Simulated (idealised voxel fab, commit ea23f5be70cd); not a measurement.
The following is a process module called voxel gate over fins.
Xsec cut, 280 nm wide, square cell size 5 nm.
We lay out every cross-section as a grid of square cells and spell it out in bands from the top down, where one band means one or more rows of cells.
Basically the band line says how high the top is and how high the bottom is, in nm, and then what's in it from left to right, every material with its width in nm. Empty space shows up as "blank", and if a single material carries "edge to edge" it runs the full band edge to edge.
A quick word on heights: they are counted from 0, and under that level the wafer as it came to us is one material throughout. The lowest band is different from the rest in having no bottom; it simply continues downward, written as in "0 down".
Think of "30..40" as a width that walks from the first number to the second as you go down the band, top row to bottom row, taking equal-sized steps from row to row.
Key: "no alteration" - step with no changed cell in the cross-section.
Listed in "Enclosed internal voids": every empty space of 8 or more cells without an open way to the top. Form: width x height at distance, the distance being from the left edge, all in nm.
Formally, on a step line, whatever follows the settings is a remark that the simulator itself makes on the step.
"overlay nm", when on a step's line for a step with a mask, measures how far to the right of its planned place the mask lay; a negative measure means to the left.
Here's what the planned process steps look like
1) RECEIVE | material Si
2) CONFORMAL_DEP | material SiN | thk nm 10
3) MASKED_ETCH | tone cover | mask id FINS | width nm 15 | pitch nm 55 | etch materials SiN | depth nm 10 | overlay nm 0
4) MASKED_ETCH | tone cover | mask id FINS | width nm 15 | pitch nm 55 | etch materials Si | depth nm 30 | overlay nm 0
5) OXIDIZE | depth nm 5
6) FILL_DEP | material SiO2 | thk nm 5
7) CMP | height nm 10
8) PATTERN | tone open | mask id RAIL | material resist | width nm 15 | thk nm 15 | overlay nm 0
9) DIRECTIONAL_ETCH | etch materials SiO2 | depth nm 35
10) STRIP | etch materials resist
11) CONFORMAL_DEP | material TiN | thk nm 5
12) FILL_DEP | material Ru | thk nm 10
13) CMP | height nm 10
14) SELECTIVE_ETCH | etch materials W Ru TiN | depth nm 25
15) FILL_DEP | material SiO2 | thk nm 5
16) CMP | height nm 10
17) SELECTIVE_ETCH | etch materials SiO2 | depth nm 20
18) STRIP | etch materials SiN
19) CONFORMAL_DEP | material HfO2 | thk nm 5
20) CONFORMAL_DEP | material TiN | thk nm 5
21) FILL_DEP | material W | thk nm 10
22) CMP | height nm 15
23) CONFORMAL_DEP | material SiN | thk nm 5
Concerning the first of two wafers, which was run in accordance with the plan
Wafer cross-section on receipt, i.e. after step 1
  0 down | Si edge to edge
  Enclosed internal voids: none
Cross-sectional representation of the wafer at the conclusion of step 2
  10 to 0 | SiN edge to edge
  Heights below 0 show no change.
Cross-sectional representation of the wafer at the conclusion of step 3
  10 to 0 | 50 of blank  15 of SiN  40 of blank  15 of SiN  40 of blank  15 of SiN  40 of blank  15 of SiN  50 of blank
  Heights below 0 show no change.
Cross-sectional representation of the wafer at the conclusion of step 4
  10 to 0 | 50 of blank  15 of SiN  40 of blank  15 of SiN  40 of blank  15 of SiN  40 of blank  15 of SiN  50 of blank
  0 to -30 | 50 of blank  15 of Si  40 of blank  15 of Si  40 of blank  15 of Si  40 of blank  15 of Si  50 of blank
  Heights below -30 show no change.
Cross-sectional representation of the wafer at the conclusion of step 5
  10 to 0 | 50 of blank  15 of SiN  40 of blank  15 of SiN  40 of blank  15 of SiN  40 of blank  15 of SiN  50 of blank
  0 to -30 | 50 of blank  5 of SiO2  5 of Si  5 of SiO2  40 of blank  5 of SiO2  5 of Si  5 of SiO2  40 of blank  5 of SiO2  5 of Si  5 of SiO2  40 of blank  5 of SiO2  5 of Si  5 of SiO2  50 of blank
  -30 to -35 | 55 of SiO2  5 of Si  50 of SiO2  5 of Si  50 of SiO2  5 of Si  50 of SiO2  5 of Si  55 of SiO2
  Heights below -35 show no change.
Cross-sectional representation of the wafer at the conclusion of step 6
  15 to 10 | SiO2 edge to edge
  10 to 0 | 50 of SiO2  15 of SiN  40 of SiO2  15 of SiN  40 of SiO2  15 of SiN  40 of SiO2  15 of SiN  50 of SiO2
  0 to -35 | 55 of SiO2  5 of Si  50 of SiO2  5 of Si  50 of SiO2  5 of Si  50 of SiO2  5 of Si  55 of SiO2
  Heights below -35 show no change.
Cross-sectional representation of the wafer at the conclusion of step 7
  10 to 0 | 50 of SiO2  15 of SiN  40 of SiO2  15 of SiN  40 of SiO2  15 of SiN  40 of SiO2  15 of SiN  50 of SiO2
  Heights below 0 show no change.
Cross-sectional representation of the wafer at the conclusion of step 8
  25 to 10 | 75 of resist  15 of blank  190 of resist
  Heights below 10 show no change.
Cross-sectional representation of the wafer at the conclusion of step 9
  25 to 10 | 75 of resist  15 of blank  190 of resist
  10 to 0 | 50 of SiO2  15 of SiN  10 of SiO2  15 of blank  15 of SiO2  15 of SiN  40 of SiO2  15 of SiN  40 of SiO2  15 of SiN  50 of SiO2
  0 to -25 | 55 of SiO2  5 of Si  15 of SiO2  15 of blank  20 of SiO2  5 of Si  50 of SiO2  5 of Si  50 of SiO2  5 of Si  55 of SiO2
  Heights below -25 show no change.
Cross-sectional representation of the wafer at the conclusion of step 10
  10 to 0 | 50 of SiO2  15 of SiN  10 of SiO2  15 of blank  15 of SiO2  15 of SiN  40 of SiO2  15 of SiN  40 of SiO2  15 of SiN  50 of SiO2
  Heights below 0 show no change.
Cross-sectional representation of the wafer at the conclusion of step 11
  15 to 10 | 80 of TiN  5 of blank  195 of TiN
  10 to 0 | 50 of SiO2  15 of SiN  10 of SiO2  5 of TiN  5 of blank  5 of TiN  15 of SiO2  15 of SiN  40 of SiO2  15 of SiN  40 of SiO2  15 of SiN  50 of SiO2
  0 to -20 | 55 of SiO2  5 of Si  15 of SiO2  5 of TiN  5 of blank  5 of TiN  20 of SiO2  5 of Si  50 of SiO2  5 of Si  50 of SiO2  5 of Si  55 of SiO2
  -20 to -25 | 55 of SiO2  5 of Si  15 of SiO2  15 of TiN  20 of SiO2  5 of Si  50 of SiO2  5 of Si  50 of SiO2  5 of Si  55 of SiO2
  Heights below -25 show no change.
Cross-sectional representation of the wafer at the conclusion of step 12
  25 to 15 | Ru edge to edge
  15 to 10 | 80 of TiN  5 of Ru  195 of TiN
  10 to 0 | 50 of SiO2  15 of SiN  10 of SiO2  5 of TiN  5 of Ru  5 of TiN  15 of SiO2  15 of SiN  40 of SiO2  15 of SiN  40 of SiO2  15 of SiN  50 of SiO2
  0 to -20 | 55 of SiO2  5 of Si  15 of SiO2  5 of TiN  5 of Ru  5 of TiN  20 of SiO2  5 of Si  50 of SiO2  5 of Si  50 of SiO2  5 of Si  55 of SiO2
  Heights below -20 show no change.
Cross-sectional representation of the wafer at the conclusion of step 13
  10 to 0 | 50 of SiO2  15 of SiN  10 of SiO2  5 of TiN  5 of Ru  5 of TiN  15 of SiO2  15 of SiN  40 of SiO2  15 of SiN  40 of SiO2  15 of SiN  50 of SiO2
  Heights below 0 show no change.
Cross-sectional representation of the wafer at the conclusion of step 14
  10 to 0 | 50 of SiO2  15 of SiN  10 of SiO2  15 of blank  15 of SiO2  15 of SiN  40 of SiO2  15 of SiN  40 of SiO2  15 of SiN  50 of SiO2
  0 to -15 | 55 of SiO2  5 of Si  15 of SiO2  15 of blank  20 of SiO2  5 of Si  50 of SiO2  5 of Si  50 of SiO2  5 of Si  55 of SiO2
  Heights below -15 show no change.
Cross-sectional representation of the wafer at the conclusion of step 15
  15 to 10 | SiO2 edge to edge
  10 to 0 | 50 of SiO2  15 of SiN  40 of SiO2  15 of SiN  40 of SiO2  15 of SiN  40 of SiO2  15 of SiN  50 of SiO2
  0 to -15 | 55 of SiO2  5 of Si  50 of SiO2  5 of Si  50 of SiO2  5 of Si  50 of SiO2  5 of Si  55 of SiO2
  Heights below -15 show no change.
Cross-sectional representation of the wafer at the conclusion of step 16
  10 to 0 | 50 of SiO2  15 of SiN  40 of SiO2  15 of SiN  40 of SiO2  15 of SiN  40 of SiO2  15 of SiN  50 of SiO2
  Heights below 0 show no change.
Cross-sectional representation of the wafer at the conclusion of step 17
  10 to 0 | 50 of blank  15 of SiN  40 of blank  15 of SiN  40 of blank  15 of SiN  40 of blank  15 of SiN  50 of blank
  0 to -10 | 55 of blank  5 of Si  50 of blank  5 of Si  50 of blank  5 of Si  50 of blank  5 of Si  55 of blank
  Heights below -10 show no change.
Cross-sectional representation of the wafer at the conclusion of step 18
  0 to -10 | 55 of blank  5 of Si  50 of blank  5 of Si  50 of blank  5 of Si  50 of blank  5 of Si  55 of blank
  Heights below -10 show no change.
Cross-sectional representation of the wafer at the conclusion of step 19
  5 to 0 | 50 of blank  15 of HfO2  40 of blank  15 of HfO2  40 of blank  15 of HfO2  40 of blank  15 of HfO2  50 of blank
  0 to -5 | 50 of blank  5 of HfO2  5 of Si  5 of HfO2  40 of blank  5 of HfO2  5 of Si  5 of HfO2  40 of blank  5 of HfO2  5 of Si  5 of HfO2  40 of blank  5 of HfO2  5 of Si  5 of HfO2  50 of blank
  -5 to -10 | 55 of HfO2  5 of Si  50 of HfO2  5 of Si  50 of HfO2  5 of Si  50 of HfO2  5 of Si  55 of HfO2
  Heights below -10 show no change.
Cross-sectional representation of the wafer at the conclusion of step 20
  10 to 5 | 45 of blank  25 of TiN  30 of blank  25 of TiN  30 of blank  25 of TiN  30 of blank  25 of TiN  45 of blank
  5 to 0 | 45 of blank  5 of TiN  15 of HfO2  5 of TiN  30 of blank  5 of TiN  15 of HfO2  5 of TiN  30 of blank  5 of TiN  15 of HfO2  5 of TiN  30 of blank  5 of TiN  15 of HfO2  5 of TiN  45 of blank
  0 to -5 | 50 of TiN  5 of HfO2  5 of Si  5 of HfO2  40 of TiN  5 of HfO2  5 of Si  5 of HfO2  40 of TiN  5 of HfO2  5 of Si  5 of HfO2  40 of TiN  5 of HfO2  5 of Si  5 of HfO2  50 of TiN
  Heights below -5 show no change.
Cross-sectional representation of the wafer at the conclusion of step 21
  20 to 10 | W edge to edge
  10 to 5 | 45 of W  25 of TiN  30 of W  25 of TiN  30 of W  25 of TiN  30 of W  25 of TiN  45 of W
  5 to 0 | 45 of W  5 of TiN  15 of HfO2  5 of TiN  30 of W  5 of TiN  15 of HfO2  5 of TiN  30 of W  5 of TiN  15 of HfO2  5 of TiN  30 of W  5 of TiN  15 of HfO2  5 of TiN  45 of W
  Heights below 0 show no change.
Cross-sectional representation of the wafer at the conclusion of step 22
  15 to 10 | W edge to edge
  Heights below 10 show no change.
Cross-sectional representation of the wafer at the conclusion of step 23
  20 to 15 | SiN edge to edge
  Heights below 15 show no change.
Companion wafer, the second of two: same beginning, same intended sequence, one mistake in carrying it out; through step 7 inclusive it tracks the first exactly
Second wafer at the planned finish of step 8, seen in cross-section
  25 to 10 | 75 of blank  15 of resist  190 of blank
  Heights below 10 show no change.
Second wafer at the planned finish of step 9, seen in cross-section
  25 to 10 | 75 of blank  15 of resist  190 of blank
  10 to 0 | 50 of blank  15 of SiN  10 of blank  15 of SiO2  15 of blank  15 of SiN  40 of blank  15 of SiN  40 of blank  15 of SiN  50 of blank
  0 to -25 | 50 of blank  5 of SiO2  5 of Si  5 of SiO2  10 of blank  15 of SiO2  15 of blank  5 of SiO2  5 of Si  5 of SiO2  40 of blank  5 of SiO2  5 of Si  5 of SiO2  40 of blank  5 of SiO2  5 of Si  5 of SiO2  50 of blank
  Heights below -25 show no change.
Second wafer at the planned finish of step 10, seen in cross-section
  10 to 0 | 50 of blank  15 of SiN  10 of blank  15 of SiO2  15 of blank  15 of SiN  40 of blank  15 of SiN  40 of blank  15 of SiN  50 of blank
  Heights below 0 show no change.
Second wafer at the planned finish of step 11, seen in cross-section
  15 to 10 | 45 of blank  50 of TiN  5 of blank  25 of TiN  30 of blank  25 of TiN  30 of blank  25 of TiN  45 of blank
  10 to 0 | 45 of blank  5 of TiN  15 of SiN  10 of TiN  15 of SiO2  5 of TiN  5 of blank  5 of TiN  15 of SiN  5 of TiN  30 of blank  5 of TiN  15 of SiN  5 of TiN  30 of blank  5 of TiN  15 of SiN  5 of TiN  45 of blank
  0 to -20 | 45 of blank  5 of TiN  5 of SiO2  5 of Si  5 of SiO2  10 of TiN  15 of SiO2  5 of TiN  5 of blank  5 of TiN  5 of SiO2  5 of Si  5 of SiO2  5 of TiN  30 of blank  5 of TiN  5 of SiO2  5 of Si  5 of SiO2  5 of TiN  30 of blank  5 of TiN  5 of SiO2  5 of Si  5 of SiO2  5 of TiN  45 of blank
  -20 to -25 | 50 of TiN  5 of SiO2  5 of Si  5 of SiO2  10 of TiN  15 of SiO2  15 of TiN  5 of SiO2  5 of Si  5 of SiO2  40 of TiN  5 of SiO2  5 of Si  5 of SiO2  40 of TiN  5 of SiO2  5 of Si  5 of SiO2  50 of TiN
  Heights below -25 show no change.
Second wafer at the planned finish of step 12, seen in cross-section
  25 to 15 | Ru edge to edge
  15 to 10 | 45 of Ru  50 of TiN  5 of Ru  25 of TiN  30 of Ru  25 of TiN  30 of Ru  25 of TiN  45 of Ru
  10 to 0 | 45 of Ru  5 of TiN  15 of SiN  10 of TiN  15 of SiO2  5 of TiN  5 of Ru  5 of TiN  15 of SiN  5 of TiN  30 of Ru  5 of TiN  15 of SiN  5 of TiN  30 of Ru  5 of TiN  15 of SiN  5 of TiN  45 of Ru
  0 to -20 | 45 of Ru  5 of TiN  5 of SiO2  5 of Si  5 of SiO2  10 of TiN  15 of SiO2  5 of TiN  5 of Ru  5 of TiN  5 of SiO2  5 of Si  5 of SiO2  5 of TiN  30 of Ru  5 of TiN  5 of SiO2  5 of Si  5 of SiO2  5 of TiN  30 of Ru  5 of TiN  5 of SiO2  5 of Si  5 of SiO2  5 of TiN  45 of Ru
  Heights below -20 show no change.
Second wafer at the planned finish of step 13, seen in cross-section
  10 to 0 | 45 of Ru  5 of TiN  15 of SiN  10 of TiN  15 of SiO2  5 of TiN  5 of Ru  5 of TiN  15 of SiN  5 of TiN  30 of Ru  5 of TiN  15 of SiN  5 of TiN  30 of Ru  5 of TiN  15 of SiN  5 of TiN  45 of Ru
  Heights below 0 show no change.
Second wafer at the planned finish of step 14, seen in cross-section
  10 to 0 | 50 of blank  15 of SiN  10 of blank  15 of SiO2  15 of blank  15 of SiN  40 of blank  15 of SiN  40 of blank  15 of SiN  50 of blank
  0 to -15 | 50 of blank  5 of SiO2  5 of Si  5 of SiO2  10 of blank  15 of SiO2  15 of blank  5 of SiO2  5 of Si  5 of SiO2  40 of blank  5 of SiO2  5 of Si  5 of SiO2  40 of blank  5 of SiO2  5 of Si  5 of SiO2  50 of blank
  Heights below -15 show no change.
Second wafer at the planned finish of step 15, seen in cross-section
  15 to 10 | SiO2 edge to edge
  10 to 0 | 50 of SiO2  15 of SiN  40 of SiO2  15 of SiN  40 of SiO2  15 of SiN  40 of SiO2  15 of SiN  50 of SiO2
  0 to -15 | 55 of SiO2  5 of Si  50 of SiO2  5 of Si  50 of SiO2  5 of Si  50 of SiO2  5 of Si  55 of SiO2
  Heights below -15 show no change.
Second wafer at the planned finish of step 16, seen in cross-section
  10 to 0 | 50 of SiO2  15 of SiN  40 of SiO2  15 of SiN  40 of SiO2  15 of SiN  40 of SiO2  15 of SiN  50 of SiO2
  Heights below 0 show no change.
Second wafer at the planned finish of step 17, seen in cross-section
  10 to 0 | 50 of blank  15 of SiN  40 of blank  15 of SiN  40 of blank  15 of SiN  40 of blank  15 of SiN  50 of blank
  0 to -10 | 55 of blank  5 of Si  50 of blank  5 of Si  50 of blank  5 of Si  50 of blank  5 of Si  55 of blank
  Heights below -10 show no change.
Second wafer at the planned finish of step 18, seen in cross-section
  0 to -10 | 55 of blank  5 of Si  50 of blank  5 of Si  50 of blank  5 of Si  50 of blank  5 of Si  55 of blank
  Heights below -10 show no change.
Second wafer at the planned finish of step 19, seen in cross-section
  5 to 0 | 50 of blank  15 of HfO2  40 of blank  15 of HfO2  40 of blank  15 of HfO2  40 of blank  15 of HfO2  50 of blank
  0 to -5 | 50 of blank  5 of HfO2  5 of Si  5 of HfO2  40 of blank  5 of HfO2  5 of Si  5 of HfO2  40 of blank  5 of HfO2  5 of Si  5 of HfO2  40 of blank  5 of HfO2  5 of Si  5 of HfO2  50 of blank
  -5 to -10 | 55 of HfO2  5 of Si  50 of HfO2  5 of Si  50 of HfO2  5 of Si  50 of HfO2  5 of Si  55 of HfO2
  Heights below -10 show no change.
Second wafer at the planned finish of step 20, seen in cross-section
  10 to 5 | 45 of blank  25 of TiN  30 of blank  25 of TiN  30 of blank  25 of TiN  30 of blank  25 of TiN  45 of blank
  5 to 0 | 45 of blank  5 of TiN  15 of HfO2  5 of TiN  30 of blank  5 of TiN  15 of HfO2  5 of TiN  30 of blank  5 of TiN  15 of HfO2  5 of TiN  30 of blank  5 of TiN  15 of HfO2  5 of TiN  45 of blank
  0 to -5 | 50 of TiN  5 of HfO2  5 of Si  5 of HfO2  40 of TiN  5 of HfO2  5 of Si  5 of HfO2  40 of TiN  5 of HfO2  5 of Si  5 of HfO2  40 of TiN  5 of HfO2  5 of Si  5 of HfO2  50 of TiN
  Heights below -5 show no change.
Second wafer at the planned finish of step 21, seen in cross-section
  20 to 10 | W edge to edge
  10 to 5 | 45 of W  25 of TiN  30 of W  25 of TiN  30 of W  25 of TiN  30 of W  25 of TiN  45 of W
  5 to 0 | 45 of W  5 of TiN  15 of HfO2  5 of TiN  30 of W  5 of TiN  15 of HfO2  5 of TiN  30 of W  5 of TiN  15 of HfO2  5 of TiN  30 of W  5 of TiN  15 of HfO2  5 of TiN  45 of W
  Heights below 0 show no change.
Second wafer at the planned finish of step 22, seen in cross-section
  15 to 10 | W edge to edge
  Heights below 10 show no change.
Second wafer at the planned finish of step 23, seen in cross-section
  20 to 15 | SiN edge to edge
  Heights below 15 show no change.
Short version of what went wrong: not per plan at step 8, really ran PATTERN | tone cover | mask id RAIL | material resist | width nm 15 | thk nm 15 | overlay nm 0
The second wafer ends with more or fewer cells of some materials than the first, per final count: 30 more of Ru; 76 fewer of SiO2; 46 more of TiN
